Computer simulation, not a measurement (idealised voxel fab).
process module | voxel self aligned contacts
cross-section cut | 165 nm wide | cells 5 nm
A cross-section is a grid of square cells, given in bands from the top down. A band is one or more rows of cells.
Each band's line starts with the height of the band's top and of its bottom, in nm. Then come its materials from left to right, each with its width in nm. One material with "throughout" fills the band from edge to edge. "air" is empty space.
Height 0 is the level under which the wafer as received is all one material. The lowest band goes on downwards, as in "0 down".
A width such as "30 to 40" changes by the same amount from each row of cells to the next, from the band's top row to its bottom row.
"no change" after a step means that no cell of the cross-section changed.
closed voids: empty space of 8 cells or more with no open way to the top, each as width x height at its distance from the left edge, in nm
after a step's settings: what the simulator itself notes on the step
overlay nm, on a step with a mask: how far to the right of its planned place the mask lay; to the left if negative
Each pair below shows a cross-section before one step and the cross-section after it, down to the lowest band that changed. The line under each pair gives the step between them, with its settings. The pairs can come from different runs of this module on the same starting wafer, so a pair continues from the pair above only where its "before" says so.
before
  0 down: Si throughout
  closed voids: none
after
  0 to -5: SiO2 throughout
  below -5: unchanged
  closed voids: none
the step between: op OXIDIZE | depth nm 5
before: the cross-section after the pair above
after
  30 to 0: polySi throughout
  below 0: unchanged
  closed voids: none
the step between: op DIRECTIONAL_DEP | material polySi | thk nm 30
before: the cross-section after the pair above
after
  45 to 30: SiN throughout
  below 30: unchanged
  closed voids: none
the step between: op DIRECTIONAL_DEP | material SiN | thk nm 15
before: the cross-section after the pair above
after
  60 to 45: air 35 | resist 30 | air 30 | resist 30 | air 40
  below 45: unchanged
  closed voids: none
the step between: op PATTERN | tone cover | mask id GATE | material resist | width nm 30 | pitch nm 60 | thk nm 15 | overlay nm 0
before: the cross-section after the pair above
after
  60 to 45: air 35 | resist 30 | air 30 | resist 30 | air 40
  45 to 30: air 35 | SiN 30 | air 30 | SiN 30 | air 40
  below 30: unchanged
  closed voids: none
the step between: op DIRECTIONAL_ETCH | etch materials SiN | depth nm 15
before: the cross-section after the pair above
after
  60 to 45: air 35 | resist 30 | air 30 | resist 30 | air 40
  45 to 30: air 35 | SiN 30 | air 30 | SiN 30 | air 40
  30 to 0: air 35 | polySi 30 | air 30 | polySi 30 | air 40
  below 0: unchanged
  closed voids: none
the step between: op DIRECTIONAL_ETCH | etch materials polySi | depth nm 30
before: the cross-section after the pair above
after
  45 to 30: air 35 | SiN 30 | air 30 | SiN 30 | air 40
  below 30: unchanged
  closed voids: none
the step between: op STRIP | etch materials resist
before: the cross-section after the pair above
after
  50 to 30: air 30 | SiN 40 | air 20 | SiN 40 | air 35
  30 to 5: air 30 | SiN 5 | polySi 30 | SiN 5 | air 20 | SiN 5 | polySi 30 | SiN 5 | air 35
  5 to 0: SiN 35 | polySi 30 | SiN 30 | polySi 30 | SiN 40
  below 0: unchanged
  closed voids: none
the step between: op CONFORMAL_DEP | material SiN | thk nm 5
before: the cross-section after the pair above
after
  45 to 30: air 30 | SiN 40 | air 20 | SiN 40 | air 35
  30 to 0: air 30 | SiN 5 | polySi 30 | SiN 5 | air 20 | SiN 5 | polySi 30 | SiN 5 | air 35
  below 0: unchanged
  closed voids: none
the step between: op DIRECTIONAL_ETCH | etch materials SiN | depth nm 5
before: the cross-section after the pair above
after
  65 to 45: SiO2 throughout
  45 to 30: SiO2 30 | SiN 40 | SiO2 20 | SiN 40 | SiO2 35
  30 to 0: SiO2 30 | SiN 5 | polySi 30 | SiN 5 | SiO2 20 | SiN 5 | polySi 30 | SiN 5 | SiO2 35
  below 0: unchanged
  closed voids: none
the step between: op FILL_DEP | material SiO2 | thk nm 20
before: the cross-section after the pair above
after
  55 to 45: SiO2 throughout
  below 45: unchanged
  closed voids: none
the step between: op CMP | height nm 55
before: the cross-section after the pair above
after
  70 to 55: resist 60 | air 40 | resist 65
  below 55: unchanged
  closed voids: none
the step between: op PATTERN | tone open | mask id CONTACT | material resist | width nm 40 | thk nm 15 | overlay nm 0
before: the cross-section after the pair above
after
  70 to 55: resist 60 | air 40 | resist 65
  55 to 45: SiO2 60 | air 40 | SiO2 65
  45 to 30: SiO2 30 | SiN 40 | air 20 | SiN 40 | SiO2 35
  30 to 0: SiO2 30 | SiN 5 | polySi 30 | SiN 5 | air 20 | SiN 5 | polySi 30 | SiN 5 | SiO2 35
  0 to -5: SiO2 70 | air 20 | SiO2 75
  below -5: unchanged
  closed voids: none
the step between: op DIRECTIONAL_ETCH | etch materials SiO2 | depth nm 60
before: the cross-section after the pair above
after
  55 to 45: SiO2 60 | air 40 | SiO2 65
  below 45: unchanged
  closed voids: none
the step between: op STRIP | etch materials resist
before: the cross-section after the pair above
after
  60 to 55: TiN 65 | air 30 | TiN 70
  55 to 45: SiO2 60 | TiN 5 to 15 | air 30 to 10 | TiN 5 to 15 | SiO2 65
  45 to 30: SiO2 30 | SiN 40 | TiN 5 | air 10 | TiN 5 | SiN 40 | SiO2 35
  30 to 0: SiO2 30 | SiN 5 | polySi 30 | SiN 5 | TiN 5 | air 10 | TiN 5 | SiN 5 | polySi 30 | SiN 5 | SiO2 35
  0 to -5: SiO2 70 | TiN 20 | SiO2 75
  below -5: unchanged
  closed voids: none
the step between: op CONFORMAL_DEP | material TiN | thk nm 5
before: the cross-section after the pair above
after
  70 to 60: Ru throughout
  60 to 55: TiN 65 | Ru 30 | TiN 70
  55 to 45: SiO2 60 | TiN 5 to 15 | Ru 30 to 10 | TiN 5 to 15 | SiO2 65
  45 to 30: SiO2 30 | SiN 40 | TiN 5 | Ru 10 | TiN 5 | SiN 40 | SiO2 35
  30 to 0: SiO2 30 | SiN 5 | polySi 30 | SiN 5 | TiN 5 | Ru 10 | TiN 5 | SiN 5 | polySi 30 | SiN 5 | SiO2 35
  below 0: unchanged
  closed voids: none
the step between: op FILL_DEP | material Ru | thk nm 10
before: the cross-section after the pair above
after
  55 to 45: SiO2 60 | TiN 5 to 15 | Ru 30 to 10 | TiN 5 to 15 | SiO2 65
  below 45: unchanged
  closed voids: none
the step between: op CMP | height nm 55
before: the cross-section after the pair above
after
  60 to 55: SiN throughout
  below 55: unchanged
  closed voids: none
the step between: op CONFORMAL_DEP | material SiN | thk nm 5
before
  45 to 30: air 35 | SiN 30 | air 30 | SiN 30 | air 40
  30 to 0: air 35 | polySi 30 | air 30 | polySi 30 | air 40
  0 to -5: SiO2 throughout
  -5 down: Si throughout
  closed voids: none
after
  40 to 30: air 35 | SiN 30 | air 30 | SiN 30 | air 40
  below 30: unchanged
  closed voids: none
the step between: op DIRECTIONAL_ETCH | etch materials SiN | depth nm 5
before: the cross-section after the pair above
after
  60 to 40: SiO2 throughout
  40 to 30: SiO2 35 | SiN 30 | SiO2 30 | SiN 30 | SiO2 40
  30 to 0: SiO2 35 | polySi 30 | SiO2 30 | polySi 30 | SiO2 40
  below 0: unchanged
  closed voids: none
the step between: op FILL_DEP | material SiO2 | thk nm 20
before: the cross-section after the pair above
after
  55 to 40: SiO2 throughout
  below 40: unchanged
  closed voids: none
the step between: op CMP | height nm 55
before: the cross-section after the pair above
after
  70 to 55: resist 60 | air 40 | resist 65
  below 55: unchanged
  closed voids: none
the step between: op PATTERN | tone open | mask id CONTACT | material resist | width nm 40 | thk nm 15 | overlay nm 0
before: the cross-section after the pair above
after
  70 to 55: resist 60 | air 40 | resist 65
  55 to 40: SiO2 60 | air 40 | SiO2 65
  40 to 30: SiO2 35 | SiN 30 | air 30 | SiN 30 | SiO2 40
  30 to 0: SiO2 35 | polySi 30 | air 30 | polySi 30 | SiO2 40
  0 to -5: SiO2 65 | air 30 | SiO2 70
  below -5: unchanged
  closed voids: none
the step between: op DIRECTIONAL_ETCH | etch materials SiO2 | depth nm 60
before: the cross-section after the pair above
after
  55 to 40: SiO2 60 | air 40 | SiO2 65
  below 40: unchanged
  closed voids: none
the step between: op STRIP | etch materials resist
before: the cross-section after the pair above
after
  60 to 55: TiN 65 | air 30 | TiN 70
  55 to 45: SiO2 60 | TiN 5 | air 30 | TiN 5 | SiO2 65
  45 to 40: SiO2 60 | TiN 10 | air 20 | TiN 10 | SiO2 65
  40 to 30: SiO2 35 | SiN 30 | TiN 5 | air 20 | TiN 5 | SiN 30 | SiO2 40
  30 to 0: SiO2 35 | polySi 30 | TiN 5 | air 20 | TiN 5 | polySi 30 | SiO2 40
  0 to -5: SiO2 65 | TiN 30 | SiO2 70
  below -5: unchanged
  closed voids: none
the step between: op CONFORMAL_DEP | material TiN | thk nm 5
before: the cross-section after the pair above
after
  70 to 60: Ru throughout
  60 to 55: TiN 65 | Ru 30 | TiN 70
  55 to 45: SiO2 60 | TiN 5 | Ru 30 | TiN 5 | SiO2 65
  45 to 40: SiO2 60 | TiN 10 | Ru 20 | TiN 10 | SiO2 65
  40 to 30: SiO2 35 | SiN 30 | TiN 5 | Ru 20 | TiN 5 | SiN 30 | SiO2 40
  30 to 0: SiO2 35 | polySi 30 | TiN 5 | Ru 20 | TiN 5 | polySi 30 | SiO2 40
  below 0: unchanged
  closed voids: none
the step between: op FILL_DEP | material Ru | thk nm 10
before: the cross-section after the pair above
after
  55 to 45: SiO2 60 | TiN 5 | Ru 30 | TiN 5 | SiO2 65
  below 45: unchanged
  closed voids: none
the step between: op CMP | height nm 55
before: the cross-section after the pair above
after
  60 to 55: SiN throughout
  below 55: unchanged
  closed voids: none
the step between: op CONFORMAL_DEP | material SiN | thk nm 5
before
  30 to 0: polySi throughout
  0 to -5: SiO2 throughout
  -5 down: Si throughout
  closed voids: none
after
  60 to 0: polySi throughout
  below 0: unchanged
  closed voids: none
the step between: op DIRECTIONAL_DEP | material polySi | thk nm 30
before: the cross-section after the pair above
after
  75 to 60: SiN throughout
  below 60: unchanged
  closed voids: none
the step between: op DIRECTIONAL_DEP | material SiN | thk nm 15
before: the cross-section after the pair above
after
  90 to 75: air 35 | resist 30 | air 30 | resist 30 | air 40
  below 75: unchanged
  closed voids: none
the step between: op PATTERN | tone cover | mask id GATE | material resist | width nm 30 | pitch nm 60 | thk nm 15 | overlay nm 0
before: the cross-section after the pair above
after
  90 to 75: air 35 | resist 30 | air 30 | resist 30 | air 40
  75 to 60: air 35 | SiN 30 | air 30 | SiN 30 | air 40
  below 60: unchanged
  closed voids: none
the step between: op DIRECTIONAL_ETCH | etch materials SiN | depth nm 15
before: the cross-section after the pair above
after
  90 to 75: air 35 | resist 30 | air 30 | resist 30 | air 40
  75 to 60: air 35 | SiN 30 | air 30 | SiN 30 | air 40
  60 to 30: air 35 | polySi 30 | air 30 | polySi 30 | air 40
  below 30: unchanged
  closed voids: none
the step between: op DIRECTIONAL_ETCH | etch materials polySi | depth nm 30
before: the cross-section after the pair above
after
  75 to 60: air 35 | SiN 30 | air 30 | SiN 30 | air 40
  below 60: unchanged
  closed voids: none
the step between: op STRIP | etch materials resist
before: the cross-section after the pair above
after
  80 to 60: air 30 | SiN 40 | air 20 | SiN 40 | air 35
  60 to 35: air 30 | SiN 5 | polySi 30 | SiN 5 | air 20 | SiN 5 | polySi 30 | SiN 5 | air 35
  35 to 30: SiN 35 | polySi 30 | SiN 30 | polySi 30 | SiN 40
  below 30: unchanged
  closed voids: none
the step between: op CONFORMAL_DEP | material SiN | thk nm 5
before: the cross-section after the pair above
after
  75 to 60: air 30 | SiN 40 | air 20 | SiN 40 | air 35
  60 to 30: air 30 | SiN 5 | polySi 30 | SiN 5 | air 20 | SiN 5 | polySi 30 | SiN 5 | air 35
  below 30: unchanged
  closed voids: none
the step between: op DIRECTIONAL_ETCH | etch materials SiN | depth nm 5
before: the cross-section after the pair above
after
  95 to 75: SiO2 throughout
  75 to 60: SiO2 30 | SiN 40 | SiO2 20 | SiN 40 | SiO2 35
  60 to 30: SiO2 30 | SiN 5 | polySi 30 | SiN 5 | SiO2 20 | SiN 5 | polySi 30 | SiN 5 | SiO2 35
  below 30: unchanged
  closed voids: none
the step between: op FILL_DEP | material SiO2 | thk nm 20
before: the cross-section after the pair above
after
  55 to 30: SiO2 30 | SiN 5 | polySi 30 | SiN 5 | SiO2 20 | SiN 5 | polySi 30 | SiN 5 | SiO2 35
  below 30: unchanged
  closed voids: none
the step between: op CMP | height nm 55
before: the cross-section after the pair above
after
  70 to 55: resist 60 | air 40 | resist 65
  below 55: unchanged
  closed voids: none
the step between: op PATTERN | tone open | mask id CONTACT | material resist | width nm 40 | thk nm 15 | overlay nm 0
before: the cross-section after the pair above
after
  70 to 55: resist 60 | air 40 | resist 65
  55 to 30: SiO2 30 | SiN 5 | polySi 30 | SiN 5 | air 20 | SiN 5 | polySi 30 | SiN 5 | SiO2 35
  below 30: unchanged
  closed voids: none
the step between: op DIRECTIONAL_ETCH | etch materials SiO2 | depth nm 60
before: the cross-section after the pair above
after
  55 to 30: SiO2 30 | SiN 5 | polySi 30 | SiN 5 | air 20 | SiN 5 | polySi 30 | SiN 5 | SiO2 35
  below 30: unchanged
  closed voids: none
the step between: op STRIP | etch materials resist
before: the cross-section after the pair above
after
  60 to 55: TiN 75 | air 10 | TiN 80
  55 to 35: SiO2 30 | SiN 5 | polySi 30 | SiN 5 | TiN 5 | air 10 | TiN 5 | SiN 5 | polySi 30 | SiN 5 | SiO2 35
  35 to 30: SiO2 30 | SiN 5 | polySi 30 | SiN 5 | TiN 20 | SiN 5 | polySi 30 | SiN 5 | SiO2 35
  below 30: unchanged
  closed voids: none
the step between: op CONFORMAL_DEP | material TiN | thk nm 5
before: the cross-section after the pair above
after
  70 to 60: Ru throughout
  60 to 55: TiN 75 | Ru 10 | TiN 80
  55 to 35: SiO2 30 | SiN 5 | polySi 30 | SiN 5 | TiN 5 | Ru 10 | TiN 5 | SiN 5 | polySi 30 | SiN 5 | SiO2 35
  below 35: unchanged
  closed voids: none
the step between: op FILL_DEP | material Ru | thk nm 10
before: the cross-section after the pair above
after
  55 to 35: SiO2 30 | SiN 5 | polySi 30 | SiN 5 | TiN 5 | Ru 10 | TiN 5 | SiN 5 | polySi 30 | SiN 5 | SiO2 35
  below 35: unchanged
  closed voids: none
the step between: op CMP | height nm 55
before: the cross-section after the pair above
after
  60 to 55: SiN throughout
  below 55: unchanged
  closed voids: none
the step between: op CONFORMAL_DEP | material SiN | thk nm 5
before
  0 to -5: SiO2 throughout
  -5 down: Si throughout
  closed voids: none
after
  15 to 0: SiN throughout
  below 0: unchanged
  closed voids: none
the step between: op DIRECTIONAL_DEP | material SiN | thk nm 15
before: the cross-section after the pair above
after
  45 to 15: polySi throughout
  below 15: unchanged
  closed voids: none
the step between: op DIRECTIONAL_DEP | material polySi | thk nm 30
before: the cross-section after the pair above
after
  60 to 45: air 35 | resist 30 | air 30 | resist 30 | air 40
  below 45: unchanged
  closed voids: none
the step between: op PATTERN | tone cover | mask id GATE | material resist | width nm 30 | pitch nm 60 | thk nm 15 | overlay nm 0
before: the cross-section after the pair above
after
  60 to 45: air 35 | resist 30 | air 30 | resist 30 | air 40
  45 to 15: air 35 | polySi 30 | air 30 | polySi 30 | air 40
  below 15: unchanged
  closed voids: none
the step between: op DIRECTIONAL_ETCH | etch materials polySi | depth nm 30
before: the cross-section after the pair above
after
  45 to 15: air 35 | polySi 30 | air 30 | polySi 30 | air 40
  below 15: unchanged
  closed voids: none
the step between: op STRIP | etch materials resist
before: the cross-section after the pair above
after
  50 to 45: air 30 | SiN 40 | air 20 | SiN 40 | air 35
  45 to 20: air 30 | SiN 5 | polySi 30 | SiN 5 | air 20 | SiN 5 | polySi 30 | SiN 5 | air 35
  20 to 15: SiN 35 | polySi 30 | SiN 30 | polySi 30 | SiN 40
  below 15: unchanged
  closed voids: none
the step between: op CONFORMAL_DEP | material SiN | thk nm 5
before: the cross-section after the pair above
after
  45 to 15: air 30 | SiN 5 | polySi 30 | SiN 5 | air 20 | SiN 5 | polySi 30 | SiN 5 | air 35
  below 15: unchanged
  closed voids: none
the step between: op DIRECTIONAL_ETCH | etch materials SiN | depth nm 5
before: the cross-section after the pair above
after
  65 to 45: SiO2 throughout
  45 to 15: SiO2 30 | SiN 5 | polySi 30 | SiN 5 | SiO2 20 | SiN 5 | polySi 30 | SiN 5 | SiO2 35
  below 15: unchanged
  closed voids: none
the step between: op FILL_DEP | material SiO2 | thk nm 20
before: the cross-section after the pair above
after
  55 to 45: SiO2 throughout
  below 45: unchanged
  closed voids: none
the step between: op CMP | height nm 55
before: the cross-section after the pair above
after
  70 to 55: resist 60 | air 40 | resist 65
  below 55: unchanged
  closed voids: none
the step between: op PATTERN | tone open | mask id CONTACT | material resist | width nm 40 | thk nm 15 | overlay nm 0
before: the cross-section after the pair above
after
  70 to 55: resist 60 | air 40 | resist 65
  55 to 45: SiO2 60 | air 40 | SiO2 65
  45 to 15: SiO2 30 | SiN 5 | polySi 30 | SiN 5 | air 20 | SiN 5 | polySi 30 | SiN 5 | SiO2 35
  below 15: unchanged
  closed voids: none
the step between: op DIRECTIONAL_ETCH | etch materials SiO2 | depth nm 60
before: the cross-section after the pair above
after
  55 to 45: SiO2 60 | air 40 | SiO2 65
  below 45: unchanged
  closed voids: none
the step between: op STRIP | etch materials resist
before: the cross-section after the pair above
after
  60 to 55: TiN 65 | air 30 | TiN 70
  55 to 45: SiO2 60 | TiN 5 to 15 | air 30 to 10 | TiN 5 to 15 | SiO2 65
  45 to 20: SiO2 30 | SiN 5 | polySi 30 | SiN 5 | TiN 5 | air 10 | TiN 5 | SiN 5 | polySi 30 | SiN 5 | SiO2 35
  20 to 15: SiO2 30 | SiN 5 | polySi 30 | SiN 5 | TiN 20 | SiN 5 | polySi 30 | SiN 5 | SiO2 35
  below 15: unchanged
  closed voids: none
the step between: op CONFORMAL_DEP | material TiN | thk nm 5
before: the cross-section after the pair above
after
  70 to 60: Ru throughout
  60 to 55: TiN 65 | Ru 30 | TiN 70
  55 to 45: SiO2 60 | TiN 5 to 15 | Ru 30 to 10 | TiN 5 to 15 | SiO2 65
  45 to 20: SiO2 30 | SiN 5 | polySi 30 | SiN 5 | TiN 5 | Ru 10 | TiN 5 | SiN 5 | polySi 30 | SiN 5 | SiO2 35
  below 20: unchanged
  closed voids: none
the step between: op FILL_DEP | material Ru | thk nm 10
before: the cross-section after the pair above
after
  55 to 45: SiO2 60 | TiN 5 to 15 | Ru 30 to 10 | TiN 5 to 15 | SiO2 65
  below 45: unchanged
  closed voids: none
the step between: op CMP | height nm 55
before: the cross-section after the pair above
after
  60 to 55: SiN throughout
  below 55: unchanged
  closed voids: none
the step between: op CONFORMAL_DEP | material SiN | thk nm 5
before
  70 to 60: Ru throughout
  60 to 55: TiN 65 | Ru 30 | TiN 70
  55 to 45: SiO2 60 | TiN 5 to 15 | Ru 30 to 10 | TiN 5 to 15 | SiO2 65
  45 to 30: SiO2 30 | SiN 40 | TiN 5 | Ru 10 | TiN 5 | SiN 40 | SiO2 35
  30 to 0: SiO2 30 | SiN 5 | polySi 30 | SiN 5 | TiN 5 | Ru 10 | TiN 5 | SiN 5 | polySi 30 | SiN 5 | SiO2 35
  0 to -5: SiO2 70 | TiN 20 | SiO2 75
  -5 down: Si throughout
  closed voids: none
after
  50 to 45: SiO2 60 | TiN 15 | Ru 10 | TiN 15 | SiO2 65
  below 45: unchanged
  closed voids: none
the step between: op CMP | height nm 50
before: the cross-section after the pair above
after
  55 to 50: SiN throughout
  below 50: unchanged
  closed voids: none
the step between: op CONFORMAL_DEP | material SiN | thk nm 5
before
  45 to 30: SiN throughout
  30 to 0: polySi throughout
  0 to -5: SiO2 throughout
  -5 down: Si throughout
  closed voids: none
after
  60 to 45: air 40 | resist 25 | air 35 | resist 25 | air 40
  below 45: unchanged
  closed voids: none
the step between: op PATTERN | tone cover | mask id GATE | material resist | width nm 25 | pitch nm 60 | thk nm 15 | overlay nm 0
before: the cross-section after the pair above
after
  60 to 45: air 40 | resist 25 | air 35 | resist 25 | air 40
  45 to 30: air 40 | SiN 25 | air 35 | SiN 25 | air 40
  below 30: unchanged
  closed voids: none
the step between: op DIRECTIONAL_ETCH | etch materials SiN | depth nm 15
before: the cross-section after the pair above
after
  60 to 45: air 40 | resist 25 | air 35 | resist 25 | air 40
  45 to 30: air 40 | SiN 25 | air 35 | SiN 25 | air 40
  30 to 0: air 40 | polySi 25 | air 35 | polySi 25 | air 40
  below 0: unchanged
  closed voids: none
the step between: op DIRECTIONAL_ETCH | etch materials polySi | depth nm 30
before: the cross-section after the pair above
after
  45 to 30: air 40 | SiN 25 | air 35 | SiN 25 | air 40
  below 30: unchanged
  closed voids: none
the step between: op STRIP | etch materials resist
before: the cross-section after the pair above
after
  50 to 30: air 35 | SiN 35 | air 25 | SiN 35 | air 35
  30 to 5: air 35 | SiN 5 | polySi 25 | SiN 5 | air 25 | SiN 5 | polySi 25 | SiN 5 | air 35
  5 to 0: SiN 40 | polySi 25 | SiN 35 | polySi 25 | SiN 40
  below 0: unchanged
  closed voids: none
the step between: op CONFORMAL_DEP | material SiN | thk nm 5
before: the cross-section after the pair above
after
  45 to 30: air 35 | SiN 35 | air 25 | SiN 35 | air 35
  30 to 0: air 35 | SiN 5 | polySi 25 | SiN 5 | air 25 | SiN 5 | polySi 25 | SiN 5 | air 35
  below 0: unchanged
  closed voids: none
the step between: op DIRECTIONAL_ETCH | etch materials SiN | depth nm 5
before: the cross-section after the pair above
after
  65 to 45: SiO2 throughout
  45 to 30: SiO2 35 | SiN 35 | SiO2 25 | SiN 35 | SiO2 35
  30 to 0: SiO2 35 | SiN 5 | polySi 25 | SiN 5 | SiO2 25 | SiN 5 | polySi 25 | SiN 5 | SiO2 35
  below 0: unchanged
  closed voids: none
the step between: op FILL_DEP | material SiO2 | thk nm 20
before: the cross-section after the pair above
after
  55 to 45: SiO2 throughout
  below 45: unchanged
  closed voids: none
the step between: op CMP | height nm 55
before: the cross-section after the pair above
after
  70 to 55: resist 60 | air 40 | resist 65
  below 55: unchanged
  closed voids: none
the step between: op PATTERN | tone open | mask id CONTACT | material resist | width nm 40 | thk nm 15 | overlay nm 0
before: the cross-section after the pair above
after
  70 to 55: resist 60 | air 40 | resist 65
  55 to 45: SiO2 60 | air 40 | SiO2 65
  45 to 30: SiO2 35 | SiN 35 | air 25 | SiN 35 | SiO2 35
  30 to 0: SiO2 35 | SiN 5 | polySi 25 | SiN 5 | air 25 | SiN 5 | polySi 25 | SiN 5 | SiO2 35
  0 to -5: SiO2 70 | air 25 | SiO2 70
  below -5: unchanged
  closed voids: none
the step between: op DIRECTIONAL_ETCH | etch materials SiO2 | depth nm 60
before: the cross-section after the pair above
after
  55 to 45: SiO2 60 | air 40 | SiO2 65
  below 45: unchanged
  closed voids: none
the step between: op STRIP | etch materials resist
before: the cross-section after the pair above
after
  60 to 55: TiN 65 | air 30 | TiN 70
  55 to 45: SiO2 60 | TiN 5 to 15 | air 30 to 15 | TiN 5 to 10 | SiO2 65
  45 to 30: SiO2 35 | SiN 35 | TiN 5 | air 15 | TiN 5 | SiN 35 | SiO2 35
  30 to 0: SiO2 35 | SiN 5 | polySi 25 | SiN 5 | TiN 5 | air 15 | TiN 5 | SiN 5 | polySi 25 | SiN 5 | SiO2 35
  0 to -5: SiO2 70 | TiN 25 | SiO2 70
  below -5: unchanged
  closed voids: none
the step between: op CONFORMAL_DEP | material TiN | thk nm 5
before: the cross-section after the pair above
after
  70 to 60: Ru throughout
  60 to 55: TiN 65 | Ru 30 | TiN 70
  55 to 45: SiO2 60 | TiN 5 to 15 | Ru 30 to 15 | TiN 5 to 10 | SiO2 65
  45 to 30: SiO2 35 | SiN 35 | TiN 5 | Ru 15 | TiN 5 | SiN 35 | SiO2 35
  30 to 0: SiO2 35 | SiN 5 | polySi 25 | SiN 5 | TiN 5 | Ru 15 | TiN 5 | SiN 5 | polySi 25 | SiN 5 | SiO2 35
  below 0: unchanged
  closed voids: none
the step between: op FILL_DEP | material Ru | thk nm 10
before: the cross-section after the pair above
after
  55 to 45: SiO2 60 | TiN 5 to 15 | Ru 30 to 15 | TiN 5 to 10 | SiO2 65
  below 45: unchanged
  closed voids: none
the step between: op CMP | height nm 55
before: the cross-section after the pair above
after
  60 to 55: SiN throughout
  below 55: unchanged
  closed voids: none
the step between: op CONFORMAL_DEP | material SiN | thk nm 5
before
  55 to 45: SiO2 throughout
  45 to 30: SiO2 30 | SiN 40 | SiO2 20 | SiN 40 | SiO2 35
  30 to 0: SiO2 30 | SiN 5 | polySi 30 | SiN 5 | SiO2 20 | SiN 5 | polySi 30 | SiN 5 | SiO2 35
  0 to -5: SiO2 throughout
  -5 down: Si throughout
  closed voids: none
after
  70 to 55: resist 70 | air 40 | resist 55
  below 55: unchanged
  closed voids: none
the step between: op PATTERN | tone open | mask id CONTACT | material resist | width nm 40 | thk nm 15 | overlay nm 10
before: the cross-section after the pair above
after
  70 to 55: resist 70 | air 40 | resist 55
  55 to 45: SiO2 70 | air 40 | SiO2 55
  45 to 30: SiO2 30 | SiN 40 | air 20 | SiN 40 | SiO2 35
  30 to 0: SiO2 30 | SiN 5 | polySi 30 | SiN 5 | air 20 | SiN 5 | polySi 30 | SiN 5 | SiO2 35
  0 to -5: SiO2 70 | air 20 | SiO2 75
  below -5: unchanged
  closed voids: none
the step between: op DIRECTIONAL_ETCH | etch materials SiO2 | depth nm 60
before: the cross-section after the pair above
after
  55 to 45: SiO2 70 | air 40 | SiO2 55
  below 45: unchanged
  closed voids: none
the step between: op STRIP | etch materials resist
before: the cross-section after the pair above
after
  60 to 55: TiN 75 | air 30 | TiN 60
  55 to 45: SiO2 70 | TiN 5 | air 30 to 10 | TiN 5 to 25 | SiO2 55
  45 to 30: SiO2 30 | SiN 40 | TiN 5 | air 10 | TiN 5 | SiN 40 | SiO2 35
  30 to 0: SiO2 30 | SiN 5 | polySi 30 | SiN 5 | TiN 5 | air 10 | TiN 5 | SiN 5 | polySi 30 | SiN 5 | SiO2 35
  0 to -5: SiO2 70 | TiN 20 | SiO2 75
  below -5: unchanged
  closed voids: none
the step between: op CONFORMAL_DEP | material TiN | thk nm 5
before: the cross-section after the pair above
after
  70 to 60: Ru throughout
  60 to 55: TiN 75 | Ru 30 | TiN 60
  55 to 45: SiO2 70 | TiN 5 | Ru 30 to 10 | TiN 5 to 25 | SiO2 55
  45 to 30: SiO2 30 | SiN 40 | TiN 5 | Ru 10 | TiN 5 | SiN 40 | SiO2 35
  30 to 0: SiO2 30 | SiN 5 | polySi 30 | SiN 5 | TiN 5 | Ru 10 | TiN 5 | SiN 5 | polySi 30 | SiN 5 | SiO2 35
  below 0: unchanged
  closed voids: none
the step between: op FILL_DEP | material Ru | thk nm 10
before: the cross-section after the pair above
after
  55 to 45: SiO2 70 | TiN 5 | Ru 30 to 10 | TiN 5 to 25 | SiO2 55
  below 45: unchanged
  closed voids: none
the step between: op CMP | height nm 55
before: the cross-section after the pair above
after
  60 to 55: SiN throughout
  below 55: unchanged
  closed voids: none
the step between: op CONFORMAL_DEP | material SiN | thk nm 5
before
  30 to 0: polySi throughout
  0 to -5: SiO2 throughout
  -5 down: Si throughout
  closed voids: none
after
  45 to 0: polySi throughout
  below 0: unchanged
  closed voids: none
the step between: op DIRECTIONAL_DEP | material polySi | thk nm 15
before: the cross-section after the pair above
after
  60 to 45: air 35 | resist 30 | air 30 | resist 30 | air 40
  below 45: unchanged
  closed voids: none
the step between: op PATTERN | tone cover | mask id GATE | material resist | width nm 30 | pitch nm 60 | thk nm 15 | overlay nm 0
before: the cross-section after the pair above
after
  60 to 45: air 35 | resist 30 | air 30 | resist 30 | air 40
  45 to 15: air 35 | polySi 30 | air 30 | polySi 30 | air 40
  below 15: unchanged
  closed voids: none
the step between: op DIRECTIONAL_ETCH | etch materials polySi | depth nm 30
before: the cross-section after the pair above
after
  45 to 15: air 35 | polySi 30 | air 30 | polySi 30 | air 40
  below 15: unchanged
  closed voids: none
the step between: op STRIP | etch materials resist
before: the cross-section after the pair above
after
  50 to 45: air 30 | SiN 40 | air 20 | SiN 40 | air 35
  45 to 20: air 30 | SiN 5 | polySi 30 | SiN 5 | air 20 | SiN 5 | polySi 30 | SiN 5 | air 35
  20 to 15: SiN 35 | polySi 30 | SiN 30 | polySi 30 | SiN 40
  below 15: unchanged
  closed voids: none
the step between: op CONFORMAL_DEP | material SiN | thk nm 5
before: the cross-section after the pair above
after
  45 to 15: air 30 | SiN 5 | polySi 30 | SiN 5 | air 20 | SiN 5 | polySi 30 | SiN 5 | air 35
  below 15: unchanged
  closed voids: none
the step between: op DIRECTIONAL_ETCH | etch materials SiN | depth nm 5
before: the cross-section after the pair above
after
  65 to 45: SiO2 throughout
  45 to 15: SiO2 30 | SiN 5 | polySi 30 | SiN 5 | SiO2 20 | SiN 5 | polySi 30 | SiN 5 | SiO2 35
  below 15: unchanged
  closed voids: none
the step between: op FILL_DEP | material SiO2 | thk nm 20
before: the cross-section after the pair above
after
  55 to 45: SiO2 throughout
  below 45: unchanged
  closed voids: none
the step between: op CMP | height nm 55
before: the cross-section after the pair above
after
  70 to 55: resist 60 | air 40 | resist 65
  below 55: unchanged
  closed voids: none
the step between: op PATTERN | tone open | mask id CONTACT | material resist | width nm 40 | thk nm 15 | overlay nm 0
before: the cross-section after the pair above
after
  70 to 55: resist 60 | air 40 | resist 65
  55 to 45: SiO2 60 | air 40 | SiO2 65
  45 to 15: SiO2 30 | SiN 5 | polySi 30 | SiN 5 | air 20 | SiN 5 | polySi 30 | SiN 5 | SiO2 35
  below 15: unchanged
  closed voids: none
the step between: op DIRECTIONAL_ETCH | etch materials SiO2 | depth nm 60
before: the cross-section after the pair above
after
  55 to 45: SiO2 60 | air 40 | SiO2 65
  below 45: unchanged
  closed voids: none
the step between: op STRIP | etch materials resist
before: the cross-section after the pair above
after
  60 to 55: TiN 65 | air 30 | TiN 70
  55 to 45: SiO2 60 | TiN 5 to 15 | air 30 to 10 | TiN 5 to 15 | SiO2 65
  45 to 20: SiO2 30 | SiN 5 | polySi 30 | SiN 5 | TiN 5 | air 10 | TiN 5 | SiN 5 | polySi 30 | SiN 5 | SiO2 35
  20 to 15: SiO2 30 | SiN 5 | polySi 30 | SiN 5 | TiN 20 | SiN 5 | polySi 30 | SiN 5 | SiO2 35
  below 15: unchanged
  closed voids: none
the step between: op CONFORMAL_DEP | material TiN | thk nm 5
